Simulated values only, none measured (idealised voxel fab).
The following is a process module called voxel self aligned contacts.
The cross-section on display is named cut; it measures 190 nm wide, and its cells are 5 nm squares.
If you're reading a cross-section in this doc, picture square cells in a grid; it comes to you as bands, top ones listed first down to the bottom, and a band can be one or more rows of cells. Band: top height; bottom height; in nm. Then, left to right: material with width in nm, for each material. "throughout": a single material spanning edge to edge. "empty": empty space. For the purposes of this specification, 0 denotes the height below which the wafer in its as-received condition is composed wholly of one material, and the lowermost band, lacking a lower limit, extends downward without end, as expressed in "0 -> down". Quick explanation for "30->40": the width changes in equal steps down the rows of cells, from the first number in the band's top row to the second number in its bottom row. Given "no alteration" for a step, no cell of the cross-section differs between before and after that step. The entry "Listed closed voids" lists the empty spaces that cover at least 8 cells and have no open path to the top. Each is written as width x height at distance, where the distance is measured from the left edge and all three values are in nm. Formally, on a step line, whatever follows the settings is a remark that the simulator itself makes on the step. A step's line can hold "overlay nm"; with a mask on that step, the setting says how far right of the planned place the mask lay, while a negative setting says it lay to the left.
THE PLANNED PROCESS STEPS ARE ENUMERATED HEREUNDER
1) op RECEIVE | material Si
2) op OXIDIZE | depth nm 5
3) op DIRECTIONAL_DEP | material polySi | thk nm 25
4) op DIRECTIONAL_DEP | material SiN | thk nm 25
5) op PATTERN | tone cover | mask id GATE | material resist | width nm 35 | pitch nm 80 | thk nm 20 | overlay nm 0
6) op DIRECTIONAL_ETCH | etch materials SiN | depth nm 25
7) op DIRECTIONAL_ETCH | etch materials polySi | depth nm 25
8) op STRIP | etch materials resist
9) op CONFORMAL_DEP | material SiN | thk nm 10
10) op DIRECTIONAL_ETCH | etch materials SiN | depth nm 10
11) op FILL_DEP | material SiO2 | thk nm 10
12) op CMP | height nm 55
13) op DIRECTIONAL_DEP | material aC | thk nm 15
14) op PATTERN | tone open | mask id CONTACT | material resist | width nm 55 | thk nm 35 | overlay nm 0
15) op DIRECTIONAL_ETCH | etch materials aC | depth nm 15
16) op STRIP | etch materials resist
17) op DIRECTIONAL_ETCH | etch materials SiO2 | depth nm 60
18) op STRIP | etch materials aC
19) op CONFORMAL_DEP | material TiN | thk nm 5
20) op FILL_DEP | material Ru | thk nm 5
21) op CMP | height nm 55
22) op CONFORMAL_DEP | material SiN | thk nm 5
CROSS-SECTION OF THE INCOMING WAFER, STATE AFTER STEP 1
- 0 -> down  Si throughout
- Listed closed voids: none
THE CROSS-SECTION SHOWN CORRESPONDS TO THE WAFER AT THE CONCLUSION OF THE MODULE. THE INITIAL STRUCTURE AND THE PROCESS PLAN ARE THOSE PRESENTED ABOVE; HOWEVER, ONE MISTAKE OCCURRED IN EXECUTING THE PLAN
- 60 -> 55  SiN throughout
- 55 -> 50  SiO2 65 nm, TiN 20 nm, Ru 15 nm, TiN 20 nm, SiO2 70 nm
- 50 -> 25  SiO2 25 nm, SiN 55 nm, TiN 5 nm, Ru 15 nm, TiN 5 nm, SiN 55 nm, SiO2 30 nm
- 25 -> 15  SiO2 25 nm, SiN 10 nm, polySi 35 nm, SiN 10 nm, TiN 5 nm, Ru 15 nm, TiN 5 nm, SiN 10 nm, polySi 35 nm, SiN 10 nm, SiO2 30 nm
- 15 -> 10  SiO2 25 nm, SiN 10 nm, polySi 35 nm, SiN 10 nm, TiN 25 nm, SiN 10 nm, polySi 35 nm, SiN 10 nm, SiO2 30 nm
- 10 -> 0  SiN 35 nm, polySi 35 nm, SiN 45 nm, polySi 35 nm, SiN 40 nm
- 0 -> -5  SiO2 throughout
- -5 -> down  Si throughout
- Listed closed voids: none
What was the processing mistake? steps 9 and 10 got flipped, so each one ran where the other should have
